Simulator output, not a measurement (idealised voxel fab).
The process module presented herein is designated voxel self aligned contacts.
Shown is cross-section cut, with a width of 265 nm and square cells of size 5 nm.
Bands, listed from the top down, are how a cross-section gets written in this document; the cross-section itself is a grid of square cells, and a band is one or more rows of them. A band entry consists of two parts. The first gives the height of the band's top and the height of its bottom, in nm. The rest lists the band's materials from left to right, each with its width in nm. A single material labelled with the word "edge to edge" fills the band from edge to edge, and the word "air" marks empty space. Ref level 0: as-received wafer is one material below here. Bottom band extends down with no lower bound ("z 0 and below"). A two-number width, for instance "30 to 40", indicates that the width is equal to the first number in the top row of the band and to the second number in the bottom row, and that it changes by a constant amount per row of cells. "everything unchanged" means the step left every cell of the cross-section as it was. Entry "Sealed internal cavities" = empty spaces >= 8 cells with no open way to the top; each as width x height at distance, distance from left edge, all nm. Text after the settings on a step's line: the simulator's own remark on that step. For masked steps, "overlay nm" on the step line gives how far right of plan the mask actually lay; a minus sign means it lay to the left.

Listed below are the process steps as planned
1. RECEIVE: material Si
2. CONFORMAL_DEP: material SiO2, thk nm 5
3. DIRECTIONAL_DEP: material polySi, thk nm 20
4. DIRECTIONAL_DEP: material SiN, thk nm 15
5. PATTERN: tone cover, mask id GATE, material resist, width nm 35, pitch nm 70, thk nm 15, overlay nm 0
6. DIRECTIONAL_ETCH: etch materials SiN, depth nm 15
7. DIRECTIONAL_ETCH: etch materials polySi, depth nm 20
8. STRIP: etch materials resist
9. CONFORMAL_DEP: material SiN, thk nm 5
10. DIRECTIONAL_ETCH: etch materials SiN, depth nm 5
11. FILL_DEP: material SiO2, thk nm 10
12. CMP: height nm 45
13. PATTERN: tone open, mask id CONTACT, material resist, width nm 45, thk nm 20, overlay nm 0
14. DIRECTIONAL_ETCH: etch materials SiO2, depth nm 45
15. STRIP: etch materials resist
16. CONFORMAL_DEP: material TiN, thk nm 5
17. FILL_DEP: material W, thk nm 5
18. CMP: height nm 45
19. CONFORMAL_DEP: material SiCN, thk nm 5
Split variable: width nm, step 13. Plan value = first wafer. Wafers start alike.

The as-received cross-section of the first of several wafers corresponds to the state after step 1
* z 0 and below  Si edge to edge
* Sealed internal cavities: none

Every row in this table is a wafer at the end of the module, and it gives, for each of the materials, the cells that wafer has gained (+) or lost (-) since it was received, then its closed voids
width nm 45, +53 SiCN, +70 SiN, +302 SiO2, +25 TiN, +24 W, +56 polySi, Sealed internal cavities: none
width nm 50, +53 SiCN, +70 SiN, +301 SiO2, +26 TiN, +24 W, +56 polySi, Sealed internal cavities: none
width nm 55, +53 SiCN, +70 SiN, +300 SiO2, +27 TiN, +24 W, +56 polySi, Sealed internal cavities: none
width nm 60, +53 SiCN, +70 SiN, +299 SiO2, +28 TiN, +24 W, +56 polySi, Sealed internal cavities: none
width nm 65, +53 SiCN, +70 SiN, +298 SiO2, +29 TiN, +24 W, +56 polySi, Sealed internal cavities: none
width nm 70, +53 SiCN, +70 SiN, +297 SiO2, +30 TiN, +24 W, +56 polySi, Sealed internal cavities: none
